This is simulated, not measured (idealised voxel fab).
The name of this process module is voxel air gaps.
Displayed cross-section: cut, width of 175 nm, square cells sized 5 nm.
Cross-section format: a grid of square cells, given as bands from top to bottom; each band is one or more rows of cells. Heights first: top, then bottom, in nm. Then materials, left to right, each with a width in nm. "throughout" on a single material: fills the band edge to edge. "empty": empty space. Height reference: 0 = level under which incoming wafer is all one material. Lowest band: no bottom, runs on downward, e.g. "0 nm and below". The notation "30 to 40" denotes a width that varies across the rows of cells in the band, beginning at the first number in the top row, finishing at the second number in the bottom row, and changing by an identical amount from each row to the next. Step marked "identical to before"? Then no cell in the cross-section changed in it. Voids not open to the top, 8 cells minimum: see "Enclosed void inventory". Written width x height at distance; distance is from the left edge; nm. Text after the settings on a step's line: the simulator's own remark on that step. On any step carrying a mask, the "overlay nm" setting, if present on the step's line, tells how far right of its planned place the mask lay; negative values point to the left.
The process steps that were planned are listed below
1 RECEIVE [material Si]
2 CONFORMAL_DEP [material SiO2] [thk nm 15]
3 CONFORMAL_DEP [material SiN] [thk nm 5]
4 DIRECTIONAL_DEP [material SiO2] [thk nm 35]
5 MASKED_ETCH [tone open] [mask id LINES] [width nm 15] [pitch nm 40] [etch materials SiO2] [depth nm 35] [overlay nm 0]
6 CONFORMAL_DEP [material TiN] [thk nm 5]
7 FILL_DEP [material Cu] [thk nm 10]
8 CMP [height nm 55]
9 EPI [material Ru] [thk nm 10]
10 SELECTIVE_ETCH [etch materials SiO2] [depth nm 45]
11 CONFORMAL_DEP [material SiCN] [thk nm 5]
This is the cross-section of the wafer as we received it, i.e. after step 1
	0 nm and below | Si throughout
	Enclosed void inventory: none
As-planned run: cross-section of the first of two wafers at end of module
	70 nm to 65 nm | empty=5 | SiCN=165 | empty=5
	65 nm to 55 nm | empty=5 | SiCN=5 | Ru=35 | SiCN=5 | Ru=35 | SiCN=5 | Ru=35 | SiCN=5 | Ru=35 | SiCN=5 | empty=5
	55 nm to 50 nm | empty=5 | SiCN=15 | TiN=5 | Cu=5 | TiN=5 | SiCN=25 | TiN=5 | Cu=5 | TiN=5 | SiCN=25 | TiN=5 | Cu=5 | TiN=5 | SiCN=25 | TiN=5 | Cu=5 | TiN=5 | SiCN=15 | empty=5
	50 nm to 25 nm | empty=15 | SiCN=5 | TiN=5 | Cu=5 | TiN=5 | SiCN=5 | empty=15 | SiCN=5 | TiN=5 | Cu=5 | TiN=5 | SiCN=5 | empty=15 | SiCN=5 | TiN=5 | Cu=5 | TiN=5 | SiCN=5 | empty=15 | SiCN=5 | TiN=5 | Cu=5 | TiN=5 | SiCN=5 | empty=15
	25 nm to 20 nm | SiCN=20 | TiN=15 | SiCN=25 | TiN=15 | SiCN=25 | TiN=15 | SiCN=25 | TiN=15 | SiCN=20
	20 nm to 15 nm | SiN throughout
	15 nm to 0 nm | SiO2 throughout
	0 nm and below | Si throughout
	Enclosed void inventory: 15 x 25 at 40; 15 x 25 at 80; 15 x 25 at 120
Presented here is a cross-section of the second of the two wafers as it stood at the end of the module. It was started in the same manner and assigned the same plan as the first wafer; however, one mistake was made in its execution
	80 nm to 75 nm | SiCN throughout
	75 nm to 55 nm | Ru throughout
	55 nm to 25 nm | SiO2=20 | TiN=5 | Cu=5 | TiN=5 | SiO2=25 | TiN=5 | Cu=5 | TiN=5 | SiO2=25 | TiN=5 | Cu=5 | TiN=5 | SiO2=25 | TiN=5 | Cu=5 | TiN=5 | SiO2=20
	25 nm to 20 nm | SiO2=20 | TiN=15 | SiO2=25 | TiN=15 | SiO2=25 | TiN=15 | SiO2=25 | TiN=15 | SiO2=20
	20 nm to 15 nm | SiN throughout
	15 nm to 0 nm | SiO2 throughout
	0 nm and below | Si throughout
	Enclosed void inventory: none
What was done differently from what was planned? step 9 of the plan saw execution twice
The second wafer ends with more or fewer cells of some materials than the first, per final count: Ru +84 | SiCN -92 | SiO2 +161
The closed voids present at the end amount to 3 for the first wafer and 0 for the second wafer.
